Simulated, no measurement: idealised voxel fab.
Proc. module: voxel gate over fins
It is cross-section cut that appears here, measuring 185 nm in width, its square cells being 5 nm in size.
Square cells in a grid make up a cross-section in this document, and the grid is given as bands, listed from the top down, each one or more rows of cells. Band entry format. Leading values: height of top, height of bottom, nm. Remainder: materials in left-to-right order, each with its width in nm. Special words: "edge to edge" on a single material, which then fills the band edge to edge; "blank", empty space. It should be noted that heights are counted from 0, beneath which the wafer as supplied is of one material throughout, and that the lowest band possesses no lower boundary but continues downward, as written in "0 nm and below". The expression "30..40" gives the width at the extremes of the band, the first number at its top row of cells and the second at its bottom row, with the width changing by equal amounts from each row to the next in between. Where the words "nothing got changed" appear for a step, the cross-section shows no cell changed by that step; every cell remained as before. Voids not open to the top, 8 cells minimum: see "Enclosed void list". Written width x height at distance; distance is from the left edge; nm. Text after the settings on a step's line: the simulator's own remark on that step. overlay nm: right-of-plan distance of the mask on a masked step; negative values mean left-of-plan.

# The process steps that were planned are listed below
1,RECEIVE, material Si
2,CONFORMAL_DEP, material SiN, thk nm 10
3,PATTERN, tone cover, mask id FINS, material resist, width nm 15, pitch nm 45, thk nm 20, overlay nm 0
4,DIRECTIONAL_ETCH, etch materials SiN, depth nm 10
5,DIRECTIONAL_ETCH, etch materials Si, depth nm 35
6,STRIP, etch materials resist
7,FILL_DEP, material SiO2, thk nm 5
8,CMP, height nm 10
9,SELECTIVE_ETCH, etch materials SiO2, depth nm 20
10,STRIP, etch materials SiN
11,CONFORMAL_DEP, material HfO2, thk nm 5
12,CONFORMAL_DEP, material TiN, thk nm 5
13,CONFORMAL_DEP, material TiAl, thk nm 5
14,CONFORMAL_DEP, material TiN, thk nm 5
15,FILL_DEP, material W, thk nm 15
16,CMP, height nm 30
17,CONFORMAL_DEP, material SiN, thk nm 5

# The first wafer of two, processed as planned

# Cross-sectional view of the wafer in its as-received condition, corresponding to the state after step 1
    0 nm and below: Si edge to edge
    Enclosed void list: none

# After step 2: wafer cross-section
    10 nm to 0 nm: SiN edge to edge
    Rest of section, below 0: as before.

# After step 3: wafer cross-section
    30 nm to 10 nm: blank 60 nm; resist 15 nm; blank 30 nm; resist 15 nm; blank 65 nm
    Rest of section, below 10: as before.

# After step 4: wafer cross-section
    30 nm to 10 nm: blank 60 nm; resist 15 nm; blank 30 nm; resist 15 nm; blank 65 nm
    10 nm to 0 nm: blank 60 nm; SiN 15 nm; blank 30 nm; SiN 15 nm; blank 65 nm
    Rest of section, below 0: as before.

# After step 5: wafer cross-section
    30 nm to 10 nm: blank 60 nm; resist 15 nm; blank 30 nm; resist 15 nm; blank 65 nm
    10 nm to 0 nm: blank 60 nm; SiN 15 nm; blank 30 nm; SiN 15 nm; blank 65 nm
    0 nm to -35 nm: blank 60 nm; Si 15 nm; blank 30 nm; Si 15 nm; blank 65 nm
    Rest of section, below -35: as before.

# After step 6: wafer cross-section
    10 nm to 0 nm: blank 60 nm; SiN 15 nm; blank 30 nm; SiN 15 nm; blank 65 nm
    Rest of section, below 0: as before.

# After step 7: wafer cross-section
    15 nm to 10 nm: SiO2 edge to edge
    10 nm to 0 nm: SiO2 60 nm; SiN 15 nm; SiO2 30 nm; SiN 15 nm; SiO2 65 nm
    0 nm to -35 nm: SiO2 60 nm; Si 15 nm; SiO2 30 nm; Si 15 nm; SiO2 65 nm
    Rest of section, below -35: as before.

# After step 8: wafer cross-section
    10 nm to 0 nm: SiO2 60 nm; SiN 15 nm; SiO2 30 nm; SiN 15 nm; SiO2 65 nm
    Rest of section, below 0: as before.

# After step 9: wafer cross-section
    10 nm to 0 nm: blank 60 nm; SiN 15 nm; blank 30 nm; SiN 15 nm; blank 65 nm
    0 nm to -10 nm: blank 60 nm; Si 15 nm; blank 30 nm; Si 15 nm; blank 65 nm
    Rest of section, below -10: as before.

# After step 10: wafer cross-section
    0 nm to -10 nm: blank 60 nm; Si 15 nm; blank 30 nm; Si 15 nm; blank 65 nm
    Rest of section, below -10: as before.

# After step 11: wafer cross-section
    5 nm to 0 nm: blank 55 nm; HfO2 25 nm; blank 20 nm; HfO2 25 nm; blank 60 nm
    0 nm to -5 nm: blank 55 nm; HfO2 5 nm; Si 15 nm; HfO2 5 nm; blank 20 nm; HfO2 5 nm; Si 15 nm; HfO2 5 nm; blank 60 nm
    -5 nm to -10 nm: HfO2 60 nm; Si 15 nm; HfO2 30 nm; Si 15 nm; HfO2 65 nm
    Rest of section, below -10: as before.

# After step 12: wafer cross-section
    10 nm to 5 nm: blank 50 nm; TiN 35 nm; blank 10 nm; TiN 35 nm; blank 55 nm
    5 nm to 0 nm: blank 50 nm; TiN 5 nm; HfO2 25 nm; TiN 5 nm; blank 10 nm; TiN 5 nm; HfO2 25 nm; TiN 5 nm; blank 55 nm
    0 nm to -5 nm: TiN 55 nm; HfO2 5 nm; Si 15 nm; HfO2 5 nm; TiN 20 nm; HfO2 5 nm; Si 15 nm; HfO2 5 nm; TiN 60 nm
    Rest of section, below -5: as before.

# After step 13: wafer cross-section
    15 nm to 10 nm: blank 45 nm; TiAl 90 nm; blank 50 nm
    10 nm to 5 nm: blank 45 nm; TiAl 5 nm; TiN 35 nm; TiAl 10 nm; TiN 35 nm; TiAl 5 nm; blank 50 nm
    5 nm to 0 nm: TiAl 50 nm; TiN 5 nm; HfO2 25 nm; TiN 5 nm; TiAl 10 nm; TiN 5 nm; HfO2 25 nm; TiN 5 nm; TiAl 55 nm
    Rest of section, below 0: as before.

# After step 14: wafer cross-section
    20 nm to 15 nm: blank 40 nm; TiN 100 nm; blank 45 nm
    15 nm to 10 nm: blank 40 nm; TiN 5 nm; TiAl 90 nm; TiN 5 nm; blank 45 nm
    10 nm to 5 nm: TiN 45 nm; TiAl 5 nm; TiN 35 nm; TiAl 10 nm; TiN 35 nm; TiAl 5 nm; TiN 50 nm
    Rest of section, below 5: as before.

# After step 15: wafer cross-section
    35 nm to 20 nm: W edge to edge
    20 nm to 15 nm: W 40 nm; TiN 100 nm; W 45 nm
    15 nm to 10 nm: W 40 nm; TiN 5 nm; TiAl 90 nm; TiN 5 nm; W 45 nm
    Rest of section, below 10: as before.

# After step 16: wafer cross-section
    30 nm to 20 nm: W edge to edge
    Rest of section, below 20: as before.

# After step 17: wafer cross-section
    35 nm to 30 nm: SiN edge to edge
    Rest of section, below 30: as before.

# Second wafer, same starting conditions and recipe as the first, one mistake in executing it, nothing differs from the first up to and including step 2

# What the second wafer looks like in cross-section when step 3 should have wrapped up
    30 nm to 10 nm: blank 70 nm; resist 15 nm; blank 30 nm; resist 15 nm; blank 55 nm
    Rest of section, below 10: as before.

# What the second wafer looks like in cross-section when step 4 should have wrapped up
    30 nm to 10 nm: blank 70 nm; resist 15 nm; blank 30 nm; resist 15 nm; blank 55 nm
    10 nm to 0 nm: blank 70 nm; SiN 15 nm; blank 30 nm; SiN 15 nm; blank 55 nm
    Rest of section, below 0: as before.

# What the second wafer looks like in cross-section when step 5 should have wrapped up
    30 nm to 10 nm: blank 70 nm; resist 15 nm; blank 30 nm; resist 15 nm; blank 55 nm
    10 nm to 0 nm: blank 70 nm; SiN 15 nm; blank 30 nm; SiN 15 nm; blank 55 nm
    0 nm to -35 nm: blank 70 nm; Si 15 nm; blank 30 nm; Si 15 nm; blank 55 nm
    Rest of section, below -35: as before.

# What the second wafer looks like in cross-section when step 6 should have wrapped up
    10 nm to 0 nm: blank 70 nm; SiN 15 nm; blank 30 nm; SiN 15 nm; blank 55 nm
    Rest of section, below 0: as before.

# What the second wafer looks like in cross-section when step 7 should have wrapped up
    15 nm to 10 nm: SiO2 edge to edge
    10 nm to 0 nm: SiO2 70 nm; SiN 15 nm; SiO2 30 nm; SiN 15 nm; SiO2 55 nm
    0 nm to -35 nm: SiO2 70 nm; Si 15 nm; SiO2 30 nm; Si 15 nm; SiO2 55 nm
    Rest of section, below -35: as before.

# What the second wafer looks like in cross-section when step 8 should have wrapped up
    10 nm to 0 nm: SiO2 70 nm; SiN 15 nm; SiO2 30 nm; SiN 15 nm; SiO2 55 nm
    Rest of section, below 0: as before.

# What the second wafer looks like in cross-section when step 9 should have wrapped up
    10 nm to 0 nm: blank 70 nm; SiN 15 nm; blank 30 nm; SiN 15 nm; blank 55 nm
    0 nm to -10 nm: blank 70 nm; Si 15 nm; blank 30 nm; Si 15 nm; blank 55 nm
    Rest of section, below -10: as before.

# What the second wafer looks like in cross-section when step 10 should have wrapped up
    0 nm to -10 nm: blank 70 nm; Si 15 nm; blank 30 nm; Si 15 nm; blank 55 nm
    Rest of section, below -10: as before.

# What the second wafer looks like in cross-section when step 11 should have wrapped up
    5 nm to 0 nm: blank 65 nm; HfO2 25 nm; blank 20 nm; HfO2 25 nm; blank 50 nm
    0 nm to -5 nm: blank 65 nm; HfO2 5 nm; Si 15 nm; HfO2 5 nm; blank 20 nm; HfO2 5 nm; Si 15 nm; HfO2 5 nm; blank 50 nm
    -5 nm to -10 nm: HfO2 70 nm; Si 15 nm; HfO2 30 nm; Si 15 nm; HfO2 55 nm
    Rest of section, below -10: as before.

# What the second wafer looks like in cross-section when step 12 should have wrapped up
    10 nm to 5 nm: blank 60 nm; TiN 35 nm; blank 10 nm; TiN 35 nm; blank 45 nm
    5 nm to 0 nm: blank 60 nm; TiN 5 nm; HfO2 25 nm; TiN 5 nm; blank 10 nm; TiN 5 nm; HfO2 25 nm; TiN 5 nm; blank 45 nm
    0 nm to -5 nm: TiN 65 nm; HfO2 5 nm; Si 15 nm; HfO2 5 nm; TiN 20 nm; HfO2 5 nm; Si 15 nm; HfO2 5 nm; TiN 50 nm
    Rest of section, below -5: as before.

# What the second wafer looks like in cross-section when step 13 should have wrapped up
    15 nm to 10 nm: blank 55 nm; TiAl 90 nm; blank 40 nm
    10 nm to 5 nm: blank 55 nm; TiAl 5 nm; TiN 35 nm; TiAl 10 nm; TiN 35 nm; TiAl 5 nm; blank 40 nm
    5 nm to 0 nm: TiAl 60 nm; TiN 5 nm; HfO2 25 nm; TiN 5 nm; TiAl 10 nm; TiN 5 nm; HfO2 25 nm; TiN 5 nm; TiAl 45 nm
    Rest of section, below 0: as before.

# What the second wafer looks like in cross-section when step 14 should have wrapped up
    20 nm to 15 nm: blank 50 nm; TiN 100 nm; blank 35 nm
    15 nm to 10 nm: blank 50 nm; TiN 5 nm; TiAl 90 nm; TiN 5 nm; blank 35 nm
    10 nm to 5 nm: TiN 55 nm; TiAl 5 nm; TiN 35 nm; TiAl 10 nm; TiN 35 nm; TiAl 5 nm; TiN 40 nm
    Rest of section, below 5: as before.

# What the second wafer looks like in cross-section when step 15 should have wrapped up
    35 nm to 20 nm: W edge to edge
    20 nm to 15 nm: W 50 nm; TiN 100 nm; W 35 nm
    15 nm to 10 nm: W 50 nm; TiN 5 nm; TiAl 90 nm; TiN 5 nm; W 35 nm
    Rest of section, below 10: as before.

# What the second wafer looks like in cross-section when step 16 should have wrapped up
    30 nm to 20 nm: W edge to edge
    Rest of section, below 20: as before.

# What the second wafer looks like in cross-section when step 17 should have wrapped up
    35 nm to 30 nm: SiN edge to edge
    Rest of section, below 30: as before.
Nonconformance to the process plan: step 3 ran as: PATTERN, tone cover, mask id FINS, material resist, width nm 15, pitch nm 45, thk nm 20, overlay nm 10
At the end, the second wafer has the same number of cells of each material as the first, but those cells sit in other places.
